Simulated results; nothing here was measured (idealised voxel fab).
This section sets out a process module, namely voxel gate over fins.
The figure presents cross-section cut, which has a width of 260 nm and is divided into square cells with an edge length of 5 nm.
Cross-section, as written here: a square-cell grid given band by band from the top down, where a band holds one or more rows of cells.
Each band's line starts with the height of the band's top and of its bottom, in nm. Then come its materials from left to right, each with its width in nm. One material with "all across" fills the band from edge to edge. "empty" is empty space.
Heights from 0 (as-received wafer is one material below). Bottom band endless downward, as "0 down".
The expression "30->40" gives the width at the extremes of the band, the first number at its top row of cells and the second at its bottom row, with the width changing by equal amounts from each row to the next in between.
Any step labelled "all unchanged" changed none of the cells in the cross-section.
The list in "Fully sealed cavities" covers empty spaces of 8 cells or more that cannot reach the top through any open way, and it gives each as width x height at distance; the distance is from the left edge, and width, height and distance are in nm.
Past the settings on a step's line: simulator remark, on that step.
overlay nm: how far to the right of its planned place the mask lay on this masked step (negative: to the left).

**Planned process steps**
1) RECEIVE: material Si
2) CONFORMAL_DEP: material SiN, thk nm 5
3) PATTERN: tone cover, mask id FINS, material resist, width nm 15, pitch nm 60, thk nm 20, overlay nm 0
4) DIRECTIONAL_ETCH: etch materials SiN, depth nm 5
5) DIRECTIONAL_ETCH: etch materials Si, depth nm 40
6) STRIP: etch materials resist
7) OXIDIZE: depth nm 5
8) FILL_DEP: material SiO2, thk nm 10
9) CMP: height nm 5
10) PATTERN: tone open, mask id RAIL, material resist, width nm 15, thk nm 15, overlay nm 0
11) DIRECTIONAL_ETCH: etch materials SiO2, depth nm 40
12) STRIP: etch materials resist
13) CONFORMAL_DEP: material TiN, thk nm 5
14) FILL_DEP: material Ru, thk nm 5
15) CMP: height nm 5
16) SELECTIVE_ETCH: etch materials W Ru TiN, depth nm 30
17) FILL_DEP: material SiO2, thk nm 5
18) CMP: height nm 5
19) SELECTIVE_ETCH: etch materials SiO2, depth nm 20
20) STRIP: etch materials SiN
21) CONFORMAL_DEP: material HfO2, thk nm 5
22) CONFORMAL_DEP: material TiN, thk nm 5
23) CONFORMAL_DEP: material TiAl, thk nm 5
24) CONFORMAL_DEP: material TiN, thk nm 5
25) FILL_DEP: material W, thk nm 15
26) CMP: height nm 30
27) CONFORMAL_DEP: material SiCN, thk nm 10

**So, the first of our two wafers, run just as we planned it**

**This is the cross-section of the wafer as we received it, i.e. after step 1**
* 0 down = Si all across
* Fully sealed cavities: none

**Step 2 done - wafer cross-section**
* 5 to 0 = SiN all across
* Everything under 0 stays put, no change at all.

**Step 3 done - wafer cross-section**
* 25 to 5 = empty 60 / resist 15 / empty 45 / resist 15 / empty 45 / resist 15 / empty 65
* Everything under 5 stays put, no change at all.

**Step 4 done - wafer cross-section**
* 25 to 5 = empty 60 / resist 15 / empty 45 / resist 15 / empty 45 / resist 15 / empty 65
* 5 to 0 = empty 60 / SiN 15 / empty 45 / SiN 15 / empty 45 / SiN 15 / empty 65
* Everything under 0 stays put, no change at all.

**Step 5 done - wafer cross-section**
* 25 to 5 = empty 60 / resist 15 / empty 45 / resist 15 / empty 45 / resist 15 / empty 65
* 5 to 0 = empty 60 / SiN 15 / empty 45 / SiN 15 / empty 45 / SiN 15 / empty 65
* 0 to -40 = empty 60 / Si 15 / empty 45 / Si 15 / empty 45 / Si 15 / empty 65
* Everything under -40 stays put, no change at all.

**Step 6 done - wafer cross-section**
* 5 to 0 = empty 60 / SiN 15 / empty 45 / SiN 15 / empty 45 / SiN 15 / empty 65
* Everything under 0 stays put, no change at all.

**Step 7 done - wafer cross-section**
* 5 to 0 = empty 60 / SiN 15 / empty 45 / SiN 15 / empty 45 / SiN 15 / empty 65
* 0 to -40 = empty 60 / SiO2 5 / Si 5 / SiO2 5 / empty 45 / SiO2 5 / Si 5 / SiO2 5 / empty 45 / SiO2 5 / Si 5 / SiO2 5 / empty 65
* -40 to -45 = SiO2 65 / Si 5 / SiO2 55 / Si 5 / SiO2 55 / Si 5 / SiO2 70
* Everything under -45 stays put, no change at all.

**Step 8 done - wafer cross-section**
* 15 to 5 = SiO2 all across
* 5 to 0 = SiO2 60 / SiN 15 / SiO2 45 / SiN 15 / SiO2 45 / SiN 15 / SiO2 65
* 0 to -45 = SiO2 65 / Si 5 / SiO2 55 / Si 5 / SiO2 55 / Si 5 / SiO2 70
* Everything under -45 stays put, no change at all.

**Step 9 done - wafer cross-section**
* 5 to 0 = SiO2 60 / SiN 15 / SiO2 45 / SiN 15 / SiO2 45 / SiN 15 / SiO2 65
* Everything under 0 stays put, no change at all.

**Step 10 done - wafer cross-section**
* 20 to 5 = resist 90 / empty 15 / resist 155
* Everything under 5 stays put, no change at all.

**Step 11 done - wafer cross-section**
* 20 to 5 = resist 90 / empty 15 / resist 155
* 5 to 0 = SiO2 60 / SiN 15 / SiO2 15 / empty 15 / SiO2 15 / SiN 15 / SiO2 45 / SiN 15 / SiO2 65
* 0 to -35 = SiO2 65 / Si 5 / SiO2 20 / empty 15 / SiO2 20 / Si 5 / SiO2 55 / Si 5 / SiO2 70
* Everything under -35 stays put, no change at all.

**Step 12 done - wafer cross-section**
* 5 to 0 = SiO2 60 / SiN 15 / SiO2 15 / empty 15 / SiO2 15 / SiN 15 / SiO2 45 / SiN 15 / SiO2 65
* Everything under 0 stays put, no change at all.

**Step 13 done - wafer cross-section**
* 10 to 5 = TiN 95 / empty 5 / TiN 160
* 5 to 0 = SiO2 60 / SiN 15 / SiO2 15 / TiN 5 / empty 5 / TiN 5 / SiO2 15 / SiN 15 / SiO2 45 / SiN 15 / SiO2 65
* 0 to -30 = SiO2 65 / Si 5 / SiO2 20 / TiN 5 / empty 5 / TiN 5 / SiO2 20 / Si 5 / SiO2 55 / Si 5 / SiO2 70
* -30 to -35 = SiO2 65 / Si 5 / SiO2 20 / TiN 15 / SiO2 20 / Si 5 / SiO2 55 / Si 5 / SiO2 70
* Everything under -35 stays put, no change at all.

**Step 14 done - wafer cross-section**
* 15 to 10 = Ru all across
* 10 to 5 = TiN 95 / Ru 5 / TiN 160
* 5 to 0 = SiO2 60 / SiN 15 / SiO2 15 / TiN 5 / Ru 5 / TiN 5 / SiO2 15 / SiN 15 / SiO2 45 / SiN 15 / SiO2 65
* 0 to -30 = SiO2 65 / Si 5 / SiO2 20 / TiN 5 / Ru 5 / TiN 5 / SiO2 20 / Si 5 / SiO2 55 / Si 5 / SiO2 70
* Everything under -30 stays put, no change at all.

**Step 15 done - wafer cross-section**
* 5 to 0 = SiO2 60 / SiN 15 / SiO2 15 / TiN 5 / Ru 5 / TiN 5 / SiO2 15 / SiN 15 / SiO2 45 / SiN 15 / SiO2 65
* Everything under 0 stays put, no change at all.

**Step 16 done - wafer cross-section**
* 5 to 0 = SiO2 60 / SiN 15 / SiO2 15 / empty 15 / SiO2 15 / SiN 15 / SiO2 45 / SiN 15 / SiO2 65
* 0 to -25 = SiO2 65 / Si 5 / SiO2 20 / empty 15 / SiO2 20 / Si 5 / SiO2 55 / Si 5 / SiO2 70
* Everything under -25 stays put, no change at all.

**Step 17 done - wafer cross-section**
* 10 to 5 = SiO2 all across
* 5 to 0 = SiO2 60 / SiN 15 / SiO2 45 / SiN 15 / SiO2 45 / SiN 15 / SiO2 65
* 0 to -25 = SiO2 65 / Si 5 / SiO2 55 / Si 5 / SiO2 55 / Si 5 / SiO2 70
* Everything under -25 stays put, no change at all.

**Step 18 done - wafer cross-section**
* 5 to 0 = SiO2 60 / SiN 15 / SiO2 45 / SiN 15 / SiO2 45 / SiN 15 / SiO2 65
* Everything under 0 stays put, no change at all.

**Step 19 done - wafer cross-section**
* 5 to 0 = empty 60 / SiN 15 / empty 45 / SiN 15 / empty 45 / SiN 15 / empty 65
* 0 to -15 = empty 65 / Si 5 / empty 55 / Si 5 / empty 55 / Si 5 / empty 70
* Everything under -15 stays put, no change at all.

**Step 20 done - wafer cross-section**
* 0 to -15 = empty 65 / Si 5 / empty 55 / Si 5 / empty 55 / Si 5 / empty 70
* Everything under -15 stays put, no change at all.

**Step 21 done - wafer cross-section**
* 5 to 0 = empty 60 / HfO2 15 / empty 45 / HfO2 15 / empty 45 / HfO2 15 / empty 65
* 0 to -10 = empty 60 / HfO2 5 / Si 5 / HfO2 5 / empty 45 / HfO2 5 / Si 5 / HfO2 5 / empty 45 / HfO2 5 / Si 5 / HfO2 5 / empty 65
* -10 to -15 = HfO2 65 / Si 5 / HfO2 55 / Si 5 / HfO2 55 / Si 5 / HfO2 70
* Everything under -15 stays put, no change at all.

**Step 22 done - wafer cross-section**
* 10 to 5 = empty 55 / TiN 25 / empty 35 / TiN 25 / empty 35 / TiN 25 / empty 60
* 5 to 0 = empty 55 / TiN 5 / HfO2 15 / TiN 5 / empty 35 / TiN 5 / HfO2 15 / TiN 5 / empty 35 / TiN 5 / HfO2 15 / TiN 5 / empty 60
* 0 to -5 = empty 55 / TiN 5 / HfO2 5 / Si 5 / HfO2 5 / TiN 5 / empty 35 / TiN 5 / HfO2 5 / Si 5 / HfO2 5 / TiN 5 / empty 35 / TiN 5 / HfO2 5 / Si 5 / HfO2 5 / TiN 5 / empty 60
* -5 to -10 = TiN 60 / HfO2 5 / Si 5 / HfO2 5 / TiN 45 / HfO2 5 / Si 5 / HfO2 5 / TiN 45 / HfO2 5 / Si 5 / HfO2 5 / TiN 65
* Everything under -10 stays put, no change at all.

**Step 23 done - wafer cross-section**
* 15 to 10 = empty 50 / TiAl 35 / empty 25 / TiAl 35 / empty 25 / TiAl 35 / empty 55
* 10 to 5 = empty 50 / TiAl 5 / TiN 25 / TiAl 5 / empty 25 / TiAl 5 / TiN 25 / TiAl 5 / empty 25 / TiAl 5 / TiN 25 / TiAl 5 / empty 55
* 5 to 0 = empty 50 / TiAl 5 / TiN 5 / HfO2 15 / TiN 5 / TiAl 5 / empty 25 / TiAl 5 / TiN 5 / HfO2 15 / TiN 5 / TiAl 5 / empty 25 / TiAl 5 / TiN 5 / HfO2 15 / TiN 5 / TiAl 5 / empty 55
* 0 to -5 = TiAl 55 / TiN 5 / HfO2 5 / Si 5 / HfO2 5 / TiN 5 / TiAl 35 / TiN 5 / HfO2 5 / Si 5 / HfO2 5 / TiN 5 / TiAl 35 / TiN 5 / HfO2 5 / Si 5 / HfO2 5 / TiN 5 / TiAl 60
* Everything under -5 stays put, no change at all.

**Step 24 done - wafer cross-section**
* 20 to 15 = empty 45 / TiN 45 / empty 15 / TiN 45 / empty 15 / TiN 45 / empty 50
* 15 to 10 = empty 45 / TiN 5 / TiAl 35 / TiN 5 / empty 15 / TiN 5 / TiAl 35 / TiN 5 / empty 15 / TiN 5 / TiAl 35 / TiN 5 / empty 50
* 10 to 5 = empty 45 / TiN 5 / TiAl 5 / TiN 25 / TiAl 5 / TiN 5 / empty 15 / TiN 5 / TiAl 5 / TiN 25 / TiAl 5 / TiN 5 / empty 15 / TiN 5 / TiAl 5 / TiN 25 / TiAl 5 / TiN 5 / empty 50
* 5 to 0 = TiN 50 / TiAl 5 / TiN 5 / HfO2 15 / TiN 5 / TiAl 5 / TiN 25 / TiAl 5 / TiN 5 / HfO2 15 / TiN 5 / TiAl 5 / TiN 25 / TiAl 5 / TiN 5 / HfO2 15 / TiN 5 / TiAl 5 / TiN 55
* Everything under 0 stays put, no change at all.

**Step 25 done - wafer cross-section**
* 35 to 20 = W all across
* 20 to 15 = W 45 / TiN 45 / W 15 / TiN 45 / W 15 / TiN 45 / W 50
* 15 to 10 = W 45 / TiN 5 / TiAl 35 / TiN 5 / W 15 / TiN 5 / TiAl 35 / TiN 5 / W 15 / TiN 5 / TiAl 35 / TiN 5 / W 50
* 10 to 5 = W 45 / TiN 5 / TiAl 5 / TiN 25 / TiAl 5 / TiN 5 / W 15 / TiN 5 / TiAl 5 / TiN 25 / TiAl 5 / TiN 5 / W 15 / TiN 5 / TiAl 5 / TiN 25 / TiAl 5 / TiN 5 / W 50
* Everything under 5 stays put, no change at all.

**Step 26 done - wafer cross-section**
* 30 to 20 = W all across
* Everything under 20 stays put, no change at all.

**Step 27 done - wafer cross-section**
* 40 to 30 = SiCN all across
* Everything under 30 stays put, no change at all.

**It is to be noted that the second wafer proceeded from the same initial state and according to the same plan as the first, although one mistake was committed in its execution; through step 22, inclusive, the two wafers share an identical history**

when step 23 should have ended: all unchanged

**when step 24 should have ended**
* 15 to 5 = empty 50 / TiN 35 / empty 25 / TiN 35 / empty 25 / TiN 35 / empty 55
* 5 to 0 = empty 50 / TiN 10 / HfO2 15 / TiN 10 / empty 25 / TiN 10 / HfO2 15 / TiN 10 / empty 25 / TiN 10 / HfO2 15 / TiN 10 / empty 55
* 0 to -10 = TiN 60 / HfO2 5 / Si 5 / HfO2 5 / TiN 45 / HfO2 5 / Si 5 / HfO2 5 / TiN 45 / HfO2 5 / Si 5 / HfO2 5 / TiN 65
* Everything under -10 stays put, no change at all.

**when step 25 should have ended**
* 30 to 15 = W all across
* 15 to 5 = W 50 / TiN 35 / W 25 / TiN 35 / W 25 / TiN 35 / W 55
* 5 to 0 = W 50 / TiN 10 / HfO2 15 / TiN 10 / W 25 / TiN 10 / HfO2 15 / TiN 10 / W 25 / TiN 10 / HfO2 15 / TiN 10 / W 55
* Everything under 0 stays put, no change at all.

when step 26 should have ended: all unchanged

**when step 27 should have ended**
* 40 to 30 = SiCN all across
* Everything under 30 stays put, no change at all.
Error vs. plan: heads up, step 23 of the plan was skipped and never actually ran
Bottom line after processing is that, in cells, the second wafer is up or down on some materials versus the first: TiAl: 70 fewer | W: 70 more
